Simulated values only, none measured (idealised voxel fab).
Title: Process Module voxel double patterning
This is section cut - it's 295 nm across, gridded in 5 nm square cells.
If you're reading a cross-section in this doc, picture square cells in a grid; it comes to you as bands, top ones listed first down to the bottom, and a band can be one or more rows of cells. Per band: top height and bottom height in nm, followed by the left-to-right materials and their widths in nm; "all across" marks a single material spanning edge to edge, "empty" marks empty space. Zero point of the height axis is 0; under it, received wafer = one material. Lowest band: continues down indefinitely, "z 0 and below". The notation "30->40" denotes a width that varies across the rows of cells in the band, beginning at the first number in the top row, finishing at the second number in the bottom row, and changing by an identical amount from each row to the next. Key: "nothing different" - step with no changed cell in the cross-section. The entry titled "Internal closed voids" provides the empty spaces that have no open way to the top, restricted to those of 8 cells or more. Each is presented as width x height at distance, the distance being measured from the left edge, with all three in nm. Where a step's line continues beyond its settings, the continuation is a remark by the simulator itself on that step. The setting "overlay nm" may be written on the line of a step. When the step uses a mask, the value reports how far to the right of the planned place the mask lay, and a negative value reports that it lay to the left.

**Planned process steps**
1 RECEIVE, material Si
2 CONFORMAL_DEP, material SiN, thk nm 10
3 DIRECTIONAL_DEP, material SiO2, thk nm 20
4 DIRECTIONAL_DEP, material SiCN, thk nm 10
5 PATTERN, tone open, mask id FIRST, material resist, width nm 15, pitch nm 50, thk nm 15, overlay nm 0
6 DIRECTIONAL_ETCH, etch materials SiCN, depth nm 10
7 STRIP, etch materials resist
8 DIRECTIONAL_DEP, material aC, thk nm 15
9 PATTERN, tone open, mask id SECOND, material resist, width nm 15, thk nm 35, overlay nm 0
10 DIRECTIONAL_ETCH, etch materials aC, depth nm 15
11 STRIP, etch materials resist
12 DIRECTIONAL_ETCH, etch materials SiCN, depth nm 10
13 STRIP, etch materials aC
14 DIRECTIONAL_ETCH, etch materials SiO2, depth nm 20
15 STRIP, etch materials SiCN

**As-received state of the wafer in cross-section, equivalent to post-step 1**
> z 0 and below | Si all across
> Internal closed voids: none

**As-planned run: cross-section of the first of two wafers at end of module**
> z 30 to 10 | SiO2 115 nm  empty 15 nm  SiO2 10 nm  empty 15 nm  SiO2 10 nm  empty 15 nm  SiO2 115 nm
> z 10 to 0 | SiN all across
> z 0 and below | Si all across
> Internal closed voids: none

**Presented here is a cross-section of the second of the two wafers as it stood at the end of the module. It was started in the same manner and assigned the same plan as the first wafer; however, one mistake was made in its execution**
> z 20 to 10 | SiO2 115 nm  empty 15 nm  SiO2 10 nm  empty 15 nm  SiO2 10 nm  empty 15 nm  SiO2 115 nm
> z 10 to 0 | SiN all across
> z 0 and below | Si all across
> Internal closed voids: none
It is concluded that the wafer was processed incorrectly with respect to the plan, in that step 3 did not use the planned setting and instead ran as DIRECTIONAL_DEP, material SiO2, thk nm 10
Bottom line after processing is that, in cells, the second wafer is up or down on some materials versus the first: -100 SiO2
